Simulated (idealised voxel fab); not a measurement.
This is a process module. Its name is voxel transistor to metal.
cross-section cut | 190 nm wide | cells 5 nm
Cross-section = grid of square cells, listed top down in bands; band = one or more rows. Per band: top height and bottom height in nm, followed by the left-to-right materials and their widths in nm; "everywhere" marks a single material spanning edge to edge, "air" marks empty space. For the purposes of this specification, 0 denotes the height below which the wafer in its as-received condition is composed wholly of one material, and the lowermost band, lacking a lower limit, extends downward without end, as expressed in "0 -> down". Quick explanation for "30->40": the width changes in equal steps down the rows of cells, from the first number in the band's top row to the second number in its bottom row. Where the words "changes: none" appear for a step, the cross-section shows no cell changed by that step; every cell remained as before. Voids not open to the top, 8 cells minimum: see "Sealed void listing". Written width x height at distance; distance is from the left edge; nm. It should be noted that, on the line of a given step, the content following the step's settings is a remark produced by the simulator itself with respect to that step. "overlay nm" on a masked step: distance the mask lay right of its planned place, negative for left.

[Steps planned for the process]
1: RECEIVE, material Si
2: OXIDIZE, depth nm 5
3: CONFORMAL_DEP, material SiN, thk nm 15
4: PATTERN, tone cover, mask id ACTIVE, material resist, width nm 115, thk nm 20, overlay nm 0
5: DIRECTIONAL_ETCH, etch materials SiN, depth nm 15
6: DIRECTIONAL_ETCH, etch materials SiO2, depth nm 5
7: DIRECTIONAL_ETCH, etch materials Si, depth nm 30
8: STRIP, etch materials resist
9: OXIDIZE, depth nm 5
10: FILL_DEP, material SiO2, thk nm 15
11: CMP, height nm 15
12: SELECTIVE_ETCH, etch materials SiO2, depth nm 15
13: STRIP, etch materials SiN
14: SELECTIVE_ETCH, etch materials SiO2, depth nm 5
15: OXIDIZE, depth nm 5
16: DIRECTIONAL_DEP, material polySi, thk nm 20
17: DIRECTIONAL_DEP, material SiCN, thk nm 15
18: DIRECTIONAL_DEP, material aC, thk nm 15
19: PATTERN, tone cover, mask id GATE, material resist, width nm 35, thk nm 35, overlay nm 0
20: DIRECTIONAL_ETCH, etch materials aC, depth nm 15
21: STRIP, etch materials resist
22: DIRECTIONAL_ETCH, etch materials SiCN, depth nm 25
23: DIRECTIONAL_ETCH, etch materials polySi, depth nm 30
24: STRIP, etch materials aC
25: CONFORMAL_DEP, material SiN, thk nm 10
26: DIRECTIONAL_ETCH, etch materials SiN, depth nm 10
27: DIRECTIONAL_ETCH, etch materials SiO2, depth nm 5
28: DIRECTIONAL_ETCH, etch materials Si, depth nm 15
29: EPI, material SiGe, thk nm 15
30: FILL_DEP, material SiO2, thk nm 5
31: CMP, height nm 15
32: STRIP, etch materials polySi
33: SELECTIVE_ETCH, etch materials SiO2, depth nm 5
34: CONFORMAL_DEP, material HfO2, thk nm 5
35: CONFORMAL_DEP, material TiN, thk nm 5
36: FILL_DEP, material W, thk nm 10
37: CMP, height nm 10
38: DIRECTIONAL_DEP, material SiO2, thk nm 10
39: DIRECTIONAL_DEP, material aC, thk nm 15
40: PATTERN, tone open, mask id CONTACT, material resist, width nm 15, pitch nm 80, thk nm 30, overlay nm 0
41: DIRECTIONAL_ETCH, etch materials aC, depth nm 15
42: STRIP, etch materials resist
43: DIRECTIONAL_ETCH, etch materials SiO2, depth nm 30
44: STRIP, etch materials aC
45: CONFORMAL_DEP, material TiN, thk nm 5
46: FILL_DEP, material Ru, thk nm 5
47: CMP, height nm 20
48: CONFORMAL_DEP, material SiCN, thk nm 5
49: DIRECTIONAL_DEP, material SiO2, thk nm 25
50: MASKED_ETCH, tone open, mask id METAL_1, width nm 15, pitch nm 80, etch materials SiO2, depth nm 25, overlay nm 0
51: MASKED_ETCH, tone open, mask id METAL_1, width nm 15, pitch nm 80, etch materials SiCN, depth nm 5, overlay nm 0
52: CONFORMAL_DEP, material TiN, thk nm 5
53: FILL_DEP, material Cu, thk nm 10
54: CMP, height nm 50
55: CONFORMAL_DEP, material SiCN, thk nm 5

[Delivered wafer in cross-section: state after step 1]
* 0 -> down: Si everywhere
* Sealed void listing: none

[Cross-sectional result after module completion. Note: starting condition and plan are unchanged from above; one processing mistake was made]
* 70 -> 65: SiCN everywhere
* 65 -> 55: Cu everywhere
* 55 -> 50: TiN (50)  Cu (5)  TiN (75)  Cu (5)  TiN (55)
* 50 -> 25: SiO2 (45)  TiN (5)  Cu (5)  TiN (5)  SiO2 (65)  TiN (5)  Cu (5)  TiN (5)  SiO2 (50)
* 25 -> 20: SiCN (45)  TiN (15)  SiCN (65)  TiN (15)  SiCN (50)
* 20 -> 10: SiO2 (45)  TiN (5)  Ru (5)  TiN (5)  SiO2 (65)  TiN (5)  Ru (5)  TiN (5)  SiO2 (50)
* 10 -> 5: SiO2 (45)  TiN (15)  SiO2 (5)  SiN (10)  HfO2 (5)  TiN (5)  W (15)  TiN (5)  HfO2 (5)  SiN (10)  SiO2 (5)  TiN (15)  SiO2 (50)
* 5 -> 0: SiO2 (45)  TiN (5)  SiGe (15)  SiN (10)  HfO2 (5)  TiN (5)  W (15)  TiN (5)  HfO2 (5)  SiN (10)  SiGe (15)  TiN (5)  SiO2 (50)
* 0 -> -5: SiO2 (45)  TiN (5)  SiGe (15)  SiN (10)  HfO2 (5)  TiN (25)  HfO2 (5)  SiN (10)  SiGe (15)  TiN (5)  SiO2 (50)
* -5 -> -10: SiO2 (45)  TiN (5)  SiGe (15)  SiO2 (5)  HfO2 (45)  SiO2 (5)  SiGe (15)  TiN (5)  SiO2 (50)
* -10 -> -25: SiO2 (40)  SiGe (25)  Si (55)  SiGe (25)  SiO2 (45)
* -25 -> -40: SiO2 (40)  Si (105)  SiO2 (45)
* -40 -> down: Si everywhere
* Sealed void listing: none
Which mistake was made when the wafer was run? heads up, step 54 of the plan was skipped and never actually ran
